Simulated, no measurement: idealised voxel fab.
Process module name: voxel self aligned vias
The cross-section shown here is cut; it is 295 nm wide and divided into square cells measuring 5 nm on a side.
How to read a cross-section here: the picture is a grid of square cells, written as bands going from the top down, and any band can span one or more rows of cells.
Band entry format. Leading values: height of top, height of bottom, nm. Remainder: materials in left-to-right order, each with its width in nm. Special words: "all across" on a single material, which then fills the band edge to edge; "empty", empty space.
Height datum 0, below which the as-received substrate wafer is one material. Lowest band open at the bottom, running downward: "0..down".
So if you see something like "30 to 40" for the width, read it as the top row of the band sitting at the first number and the bottom row at the second, with every row in between moving by the same amount as the last.
Where a step carries "stayed the same", the cross-section came out of it unchanged, cell for cell.
Reported under the label "Trapped void list" are the empty spaces having no open way to the top and comprising 8 cells or more; the notation for each is width x height at distance, in which the distance is measured from the left edge and all three values are in nm.
Step line, after settings: the simulator's comment on this step.
"overlay nm", when on a step's line for a step with a mask, measures how far to the right of its planned place the mask lay; a negative measure means to the left.

PLANNED STEP LIST FOR THE PROCESS
1: RECEIVE | material Si
2: CONFORMAL_DEP | material SiO2 | thk nm 10
3: CONFORMAL_DEP | material SiCN | thk nm 5
4: DIRECTIONAL_DEP | material SiO2 | thk nm 25
5: MASKED_ETCH | tone open | mask id LINES | width nm 20 | pitch nm 55 | etch materials SiO2 | depth nm 25 | overlay nm 0
6: CONFORMAL_DEP | material TiN | thk nm 5
7: FILL_DEP | material W | thk nm 10
8: CMP | height nm 40
9: SELECTIVE_ETCH | etch materials W Ru TiN | depth nm 10
10: FILL_DEP | material SiN | thk nm 10
11: CMP | height nm 40
12: DIRECTIONAL_DEP | material SiO2 | thk nm 20
13: MASKED_ETCH | tone open | mask id VIAS | width nm 40 | pitch nm 55 | etch materials SiO2 | depth nm 20 | overlay nm 0
14: MASKED_ETCH | tone open | mask id VIAS | width nm 40 | pitch nm 55 | etch materials SiN | depth nm 10 | overlay nm 0
15: CONFORMAL_DEP | material TiN | thk nm 5
16: FILL_DEP | material Cu | thk nm 10
17: CMP | height nm 60
18: CONFORMAL_DEP | material SiCN | thk nm 5

FIRST WAFER OUT OF TWO, PROCESSED AS PLANNED

WAFER AS RECEIVED: CROSS-SECTION FOLLOWING STEP 1
- 0..down  Si all across
- Trapped void list: none

CROSS-SECTIONAL REPRESENTATION OF THE WAFER AT THE CONCLUSION OF STEP 2
- 10..0  SiO2 all across
- Everything under 0 stays put, no change at all.

CROSS-SECTIONAL REPRESENTATION OF THE WAFER AT THE CONCLUSION OF STEP 3
- 15..10  SiCN all across
- Everything under 10 stays put, no change at all.

CROSS-SECTIONAL REPRESENTATION OF THE WAFER AT THE CONCLUSION OF STEP 4
- 40..15  SiO2 all across
- Everything under 15 stays put, no change at all.

CROSS-SECTIONAL REPRESENTATION OF THE WAFER AT THE CONCLUSION OF STEP 5
- 40..15  80 of SiO2, 20 of empty, 35 of SiO2, 20 of empty, 35 of SiO2, 20 of empty, 85 of SiO2
- Everything under 15 stays put, no change at all.

CROSS-SECTIONAL REPRESENTATION OF THE WAFER AT THE CONCLUSION OF STEP 6
- 45..40  85 of TiN, 10 of empty, 45 of TiN, 10 of empty, 45 of TiN, 10 of empty, 90 of TiN
- 40..20  80 of SiO2, 5 of TiN, 10 of empty, 5 of TiN, 35 of SiO2, 5 of TiN, 10 of empty, 5 of TiN, 35 of SiO2, 5 of TiN, 10 of empty, 5 of TiN, 85 of SiO2
- 20..15  80 of SiO2, 20 of TiN, 35 of SiO2, 20 of TiN, 35 of SiO2, 20 of TiN, 85 of SiO2
- Everything under 15 stays put, no change at all.

CROSS-SECTIONAL REPRESENTATION OF THE WAFER AT THE CONCLUSION OF STEP 7
- 55..45  W all across
- 45..40  85 of TiN, 10 of W, 45 of TiN, 10 of W, 45 of TiN, 10 of W, 90 of TiN
- 40..20  80 of SiO2, 5 of TiN, 10 of W, 5 of TiN, 35 of SiO2, 5 of TiN, 10 of W, 5 of TiN, 35 of SiO2, 5 of TiN, 10 of W, 5 of TiN, 85 of SiO2
- Everything under 20 stays put, no change at all.

CROSS-SECTIONAL REPRESENTATION OF THE WAFER AT THE CONCLUSION OF STEP 8
- 40..20  80 of SiO2, 5 of TiN, 10 of W, 5 of TiN, 35 of SiO2, 5 of TiN, 10 of W, 5 of TiN, 35 of SiO2, 5 of TiN, 10 of W, 5 of TiN, 85 of SiO2
- Everything under 20 stays put, no change at all.

CROSS-SECTIONAL REPRESENTATION OF THE WAFER AT THE CONCLUSION OF STEP 9
- 40..30  80 of SiO2, 20 of empty, 35 of SiO2, 20 of empty, 35 of SiO2, 20 of empty, 85 of SiO2
- Everything under 30 stays put, no change at all.

CROSS-SECTIONAL REPRESENTATION OF THE WAFER AT THE CONCLUSION OF STEP 10
- 50..40  SiN all across
- 40..30  80 of SiO2, 20 of SiN, 35 of SiO2, 20 of SiN, 35 of SiO2, 20 of SiN, 85 of SiO2
- Everything under 30 stays put, no change at all.

CROSS-SECTIONAL REPRESENTATION OF THE WAFER AT THE CONCLUSION OF STEP 11
- 40..30  80 of SiO2, 20 of SiN, 35 of SiO2, 20 of SiN, 35 of SiO2, 20 of SiN, 85 of SiO2
- Everything under 30 stays put, no change at all.

CROSS-SECTIONAL REPRESENTATION OF THE WAFER AT THE CONCLUSION OF STEP 12
- 60..40  SiO2 all across
- Everything under 40 stays put, no change at all.

CROSS-SECTIONAL REPRESENTATION OF THE WAFER AT THE CONCLUSION OF STEP 13
- 60..40  70 of SiO2, 40 of empty, 15 of SiO2, 40 of empty, 15 of SiO2, 40 of empty, 75 of SiO2
- Everything under 40 stays put, no change at all.

CROSS-SECTIONAL REPRESENTATION OF THE WAFER AT THE CONCLUSION OF STEP 14
- 60..40  70 of SiO2, 40 of empty, 15 of SiO2, 40 of empty, 15 of SiO2, 40 of empty, 75 of SiO2
- 40..30  80 of SiO2, 20 of empty, 35 of SiO2, 20 of empty, 35 of SiO2, 20 of empty, 85 of SiO2
- Everything under 30 stays put, no change at all.

CROSS-SECTIONAL REPRESENTATION OF THE WAFER AT THE CONCLUSION OF STEP 15
- 65..60  75 of TiN, 30 of empty, 25 of TiN, 30 of empty, 25 of TiN, 30 of empty, 80 of TiN
- 60..45  70 of SiO2, 5 of TiN, 30 of empty, 5 of TiN, 15 of SiO2, 5 of TiN, 30 of empty, 5 of TiN, 15 of SiO2, 5 of TiN, 30 of empty, 5 of TiN, 75 of SiO2
- 45..35  70 to 80 of SiO2, 15 to 5 of TiN, 10 of empty, 15 to 5 of TiN, 15 to 35 of SiO2, 15 to 5 of TiN, 10 of empty, 15 to 5 of TiN, 15 to 35 of SiO2, 15 to 5 of TiN, 10 of empty, 15 to 5 of TiN, 75 to 85 of SiO2
- 35..30  80 of SiO2, 20 of TiN, 35 of SiO2, 20 of TiN, 35 of SiO2, 20 of TiN, 85 of SiO2
- Everything under 30 stays put, no change at all.

CROSS-SECTIONAL REPRESENTATION OF THE WAFER AT THE CONCLUSION OF STEP 16
- 75..65  Cu all across
- 65..60  75 of TiN, 30 of Cu, 25 of TiN, 30 of Cu, 25 of TiN, 30 of Cu, 80 of TiN
- 60..45  70 of SiO2, 5 of TiN, 30 of Cu, 5 of TiN, 15 of SiO2, 5 of TiN, 30 of Cu, 5 of TiN, 15 of SiO2, 5 of TiN, 30 of Cu, 5 of TiN, 75 of SiO2
- 45..35  70 to 80 of SiO2, 15 to 5 of TiN, 10 of Cu, 15 to 5 of TiN, 15 to 35 of SiO2, 15 to 5 of TiN, 10 of Cu, 15 to 5 of TiN, 15 to 35 of SiO2, 15 to 5 of TiN, 10 of Cu, 15 to 5 of TiN, 75 to 85 of SiO2
- Everything under 35 stays put, no change at all.

CROSS-SECTIONAL REPRESENTATION OF THE WAFER AT THE CONCLUSION OF STEP 17
- 60..45  70 of SiO2, 5 of TiN, 30 of Cu, 5 of TiN, 15 of SiO2, 5 of TiN, 30 of Cu, 5 of TiN, 15 of SiO2, 5 of TiN, 30 of Cu, 5 of TiN, 75 of SiO2
- Everything under 45 stays put, no change at all.

CROSS-SECTIONAL REPRESENTATION OF THE WAFER AT THE CONCLUSION OF STEP 18
- 65..60  SiCN all across
- Everything under 60 stays put, no change at all.

COMPANION WAFER, THE SECOND OF TWO: SAME BEGINNING, SAME INTENDED SEQUENCE, ONE MISTAKE IN CARRYING IT OUT; THROUGH STEP 17 INCLUSIVE IT TRACKS THE FIRST EXACTLY

SECOND WAFER PROFILE IN SECTION, AT THE MOMENT STEP 18 OF THE PLAN WAS MEANT TO BE COMPLETE
- 65..60  SiN all across
- Everything under 60 stays put, no change at all.
Which mistake was made when the wafer was run? for step 18, the planned setting was not used; the step was instead run as CONFORMAL_DEP | material SiN | thk nm 5
Bottom line after processing is that, in cells, the second wafer is up or down on some materials versus the first: SiCN -59; SiN +59
